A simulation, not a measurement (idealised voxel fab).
process module | voxel air gaps
cross-section cut | 170 nm wide | cells 5 nm
A cross-section is a grid of square cells, given in bands from the top down. A band is one or more rows of cells.
Each band's line starts with the height of the band's top and of its bottom, in nm. Then come its materials from left to right, each with its width in nm. One material with "throughout" fills the band from edge to edge. "air" is empty space.
Height 0 is the level under which the wafer as received is all one material. The lowest band goes on downwards, as in "0 down".
A width such as "30 to 40" changes by the same amount from each row of cells to the next, from the band's top row to its bottom row.
"no change" after a step means that no cell of the cross-section changed.
closed voids: empty space of 8 cells or more with no open way to the top, each as width x height at its distance from the left edge, in nm
after a step's settings: what the simulator itself notes on the step
overlay nm, on a step with a mask: how far to the right of its planned place the mask lay; to the left if negative
plan
1 op RECEIVE | material Si
2 op CONFORMAL_DEP | material SiO2 | thk nm 15
3 op CONFORMAL_DEP | material SiN | thk nm 5
4 op DIRECTIONAL_DEP | material SiO2 | thk nm 40
5 op MASKED_ETCH | tone open | mask id LINES | width nm 25 | pitch nm 50 | etch materials SiO2 | depth nm 40 | overlay nm 0
6 op CONFORMAL_DEP | material TiN | thk nm 5
7 op FILL_DEP | material W | thk nm 5
8 op CMP | height nm 60
9 op EPI | material Ru | thk nm 10
10 op SELECTIVE_ETCH | etch materials SiO2 | depth nm 50
11 op CONFORMAL_DEP | material SiCN | thk nm 5
as received, after step 1
  0 down: Si throughout
  closed voids: none
a wafer at the end: this start, this plan, one mistake
  75 to 70: air 5 | SiCN 155 | air 10
  70 to 60: air 5 | SiCN 5 | Ru 45 | SiCN 5 | Ru 45 | SiCN 5 | Ru 45 | SiCN 5 | air 10
  60 to 55: air 5 | SiCN 15 | TiN 5 | W 15 | TiN 5 | SiCN 25 | TiN 5 | W 15 | TiN 5 | SiCN 25 | TiN 5 | W 15 | TiN 5 | SiCN 15 | air 10
  55 to 40: air 15 | SiCN 5 | TiN 5 | W 15 | TiN 5 | SiCN 5 | air 15 | SiCN 5 | TiN 5 | W 15 | TiN 5 | SiCN 5 | air 15 | SiCN 5 | TiN 5 | W 15 | TiN 5 | SiCN 5 | air 20
  40 to 35: SiCN 20 | TiN 25 | SiCN 25 | TiN 25 | SiCN 25 | TiN 25 | SiCN 25
  35 to 30: SiN throughout
  30 to 0: SiO2 throughout
  0 down: Si throughout
  closed voids: 15 x 15 at 50; 15 x 15 at 100
what went wrong: step 2 was run twice
